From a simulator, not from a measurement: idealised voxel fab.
process module | voxel capacitor over wiring
cross-section cut | 210 nm wide | cells 5 nm
A cross-section is a grid of square cells, given in bands from the top down. A band is one or more rows of cells.
Each band's line starts with the height of the band's top and of its bottom, in nm. Then come its materials from left to right, each with its width in nm. One material with "throughout" fills the band from edge to edge. "air" is empty space.
Height 0 is the level under which the wafer as received is all one material. The lowest band goes on downwards, as in "0 down".
A width such as "30 to 40" changes by the same amount from each row of cells to the next, from the band's top row to its bottom row.
"no change" after a step means that no cell of the cross-section changed.
closed voids: empty space of 8 cells or more with no open way to the top, each as width x height at its distance from the left edge, in nm
after a step's settings: what the simulator itself notes on the step
overlay nm, on a step with a mask: how far to the right of its planned place the mask lay; to the left if negative
plan
1 op RECEIVE | material Si
2 op CONFORMAL_DEP | material SiO2 | thk nm 10
3 op CONFORMAL_DEP | material SiCN | thk nm 5
4 op DIRECTIONAL_DEP | material lowk | thk nm 15
5 op MASKED_ETCH | tone open | mask id METAL_1 | width nm 30 | pitch nm 95 | etch materials lowk | depth nm 15 | overlay nm 0
6 op MASKED_ETCH | tone open | mask id METAL_1 | width nm 30 | pitch nm 95 | etch materials SiCN | depth nm 5 | overlay nm 0
7 op CONFORMAL_DEP | material TiN | thk nm 5
8 op FILL_DEP | material Ru | thk nm 5
9 op CMP | height nm 30
10 op CONFORMAL_DEP | material SiCN | thk nm 5
11 op DIRECTIONAL_DEP | material lowk | thk nm 15
12 op PATTERN | tone open | mask id PLUG_1 | material resist | width nm 15 | thk nm 15 | overlay nm 0
13 op DIRECTIONAL_ETCH | etch materials lowk | depth nm 15
14 op DIRECTIONAL_ETCH | etch materials SiCN | depth nm 5
15 op STRIP | etch materials resist
16 op CONFORMAL_DEP | material TiN | thk nm 5
17 op FILL_DEP | material Ru | thk nm 10
18 op CMP | height nm 50
19 op DIRECTIONAL_DEP | material TiN | thk nm 5
20 op DIRECTIONAL_DEP | material Al2O3 | thk nm 5
21 op DIRECTIONAL_DEP | material TiN | thk nm 5
22 op PATTERN | tone cover | mask id UPPER_PLATE | material resist | width nm 70 | thk nm 20 | overlay nm 0
23 op DIRECTIONAL_ETCH | etch materials TiN | depth nm 5
24 op DIRECTIONAL_ETCH | etch materials Al2O3 | depth nm 5
25 op STRIP | etch materials resist
26 op MASKED_ETCH | tone cover | mask id LOWER_PLATE | width nm 80 | etch materials TiN | depth nm 5 | overlay nm 0
27 op FILL_DEP | material SiO2 | thk nm 15
28 op CMP | height nm 75
29 op MASKED_ETCH | tone open | mask id PLUG_2 | width nm 15 | etch materials SiO2 | depth nm 10 | overlay nm 0
30 op CONFORMAL_DEP | material TiN | thk nm 5
31 op FILL_DEP | material W | thk nm 10
32 op CMP | height nm 75
33 op CONFORMAL_DEP | material SiCN | thk nm 5
as received, after step 1
  0 down: Si throughout
  closed voids: none
a wafer at the end: this start, this plan, one mistake
  80 to 75: SiCN throughout
  75 to 70: SiO2 65 | TiN 5 | W 5 | TiN 5 | SiO2 130
  70 to 60: SiO2 65 to 55 | TiN 15 to 70 | SiO2 130 to 85
  60 to 55: SiO2 55 | Al2O3 70 | SiO2 85
  55 to 50: SiO2 50 | TiN 80 | SiO2 80
  50 to 35: lowk 50 | TiN 5 | Ru 15 | TiN 5 | lowk 135
  35 to 30: SiCN 50 | TiN 25 | SiCN 135
  30 to 15: lowk 40 | TiN 5 | Ru 20 | TiN 5 | lowk 65 | TiN 5 | Ru 20 | TiN 5 | lowk 45
  15 to 10: SiCN 40 | TiN 30 | SiCN 65 | TiN 30 | SiCN 45
  10 to 0: SiO2 throughout
  0 down: Si throughout
  closed voids: none
what went wrong: step 12 ran as: op PATTERN | tone open | mask id PLUG_1 | material resist | width nm 25 | thk nm 15 | overlay nm 0
